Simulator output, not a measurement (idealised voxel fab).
process module | voxel fin reveal
cross-section cut | 255 nm wide | cells 5 nm
A cross-section is a grid of square cells, given in bands from the top down. A band is one or more rows of cells.
Each band's line starts with the height of the band's top and of its bottom, in nm. Then come its materials from left to right, each with its width in nm. One material with "throughout" fills the band from edge to edge. "air" is empty space.
Height 0 is the level under which the wafer as received is all one material. The lowest band goes on downwards, as in "0 down".
A width such as "30 to 40" changes by the same amount from each row of cells to the next, from the band's top row to its bottom row.
"no change" after a step means that no cell of the cross-section changed.
closed voids: empty space of 8 cells or more with no open way to the top, each as width x height at its distance from the left edge, in nm
after a step's settings: what the simulator itself notes on the step
overlay nm, on a step with a mask: how far to the right of its planned place the mask lay; to the left if negative
plan
1 op RECEIVE | material Si
2 op CONFORMAL_DEP | material SiN | thk nm 5
3 op PATTERN | tone cover | mask id FINS | material resist | width nm 15 | pitch nm 45 | thk nm 15 | overlay nm 0
4 op DIRECTIONAL_ETCH | etch materials SiN | depth nm 5
5 op DIRECTIONAL_ETCH | etch materials Si | depth nm 30
6 op STRIP | etch materials resist
7 op FILL_DEP | material SiO2 | thk nm 5
8 op CMP | height nm 5
9 op SELECTIVE_ETCH | etch materials SiO2 | depth nm 15
10 op STRIP | etch materials SiN
as received, after step 1
  0 down: Si throughout
  closed voids: none
first wafer at the end, as planned
  0 to -10: air 50 | Si 15 | air 30 | Si 15 | air 30 | Si 15 | air 30 | Si 15 | air 55
  -10 to -30: SiO2 50 | Si 15 | SiO2 30 | Si 15 | SiO2 30 | Si 15 | SiO2 30 | Si 15 | SiO2 55
  -30 down: Si throughout
  closed voids: none
second wafer at the end: like start, like plan, one mistake
  0 to -10: air 50 | Si 15 | air 30 | Si 15 | air 30 | Si 15 | air 30 | Si 15 | air 55
  -10 to -15: SiO2 35 | air 15 | Si 15 | air 30 | Si 15 | air 30 | Si 15 | air 30 | Si 15 | air 15 | SiO2 40
  -15 to -30: SiO2 50 | Si 15 | SiO2 30 | Si 15 | SiO2 30 | Si 15 | SiO2 30 | Si 15 | SiO2 55
  -30 down: Si throughout
  closed voids: none
what went wrong: steps 9 and 10 were swapped
at the end the second wafer has, in cells: 24 fewer of SiO2
